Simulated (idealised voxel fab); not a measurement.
Process module, titled voxel trench capacitor
Displayed cross-section: cut, width of 225 nm, square cells sized 5 nm.
Bands, listed from the top down, are how a cross-section gets written in this document; the cross-section itself is a grid of square cells, and a band is one or more rows of them.
First you get the band's top height and its bottom height, in nm, and then the materials it's made of, left to right, with each width in nm. If you see a single material with "throughout", that one covers the band edge to edge. "blank" is empty space.
Heights are measured from 0, the level below which the as-received wafer is all one material; the lowest band has no bottom and continues downward, written as in "0..down".
The width entry "30->40" should be interpreted row by row: the top row of cells in the band takes the first number, the bottom row takes the second number, and the change between adjacent rows is uniform throughout.
Step marked "no change"? Then no cell in the cross-section changed in it.
Basically, "Fully sealed voids" tells you about the enclosed voids: empty spaces with no open way to the top, 8 cells or bigger, each written width x height at distance, where distance is from the left edge, all in nm.
Heads up: the bit after the settings on a step's line is the simulator's remark on that step.
overlay nm: on a step with a mask, how far right of its planned place the mask lay; negative means left.
**The planned process steps are enumerated hereunder**
1. RECEIVE (material Si)
2. CONFORMAL_DEP (material SiN; thk nm 5)
3. PATTERN (tone open; mask id TRENCH; material resist; width nm 15; pitch nm 45; thk nm 15; overlay nm 0)
4. DIRECTIONAL_ETCH (etch materials SiN; depth nm 5)
5. DIRECTIONAL_ETCH (etch materials Si; depth nm 40)
6. STRIP (etch materials resist)
7. CONFORMAL_DEP (material Al2O3; thk nm 5)
8. FILL_DEP (material polySi; thk nm 5)
9. CMP (height nm 5)
Variable across wafers: step 3 width nm (plan value is that of the first wafer; starting state common to all).
**Cross-section: the first of several wafers in its as-received state, i.e. following step 1**
- 0..down | Si throughout
- Fully sealed voids: none
**Each row below is a wafer at the end of the module, listing for every material the number of cells it has gained (+) or lost (-) since it was received, followed by its closed voids**
width nm 15, +76 Al2O3, -96 Si, +33 SiN, +32 polySi, Fully sealed voids: none
width nm 20, +80 Al2O3, -128 Si, +29 SiN, +64 polySi, Fully sealed voids: none
width nm 25, +84 Al2O3, -160 Si, +25 SiN, +96 polySi, Fully sealed voids: none
width nm 30, +88 Al2O3, -192 Si, +21 SiN, +128 polySi, Fully sealed voids: none
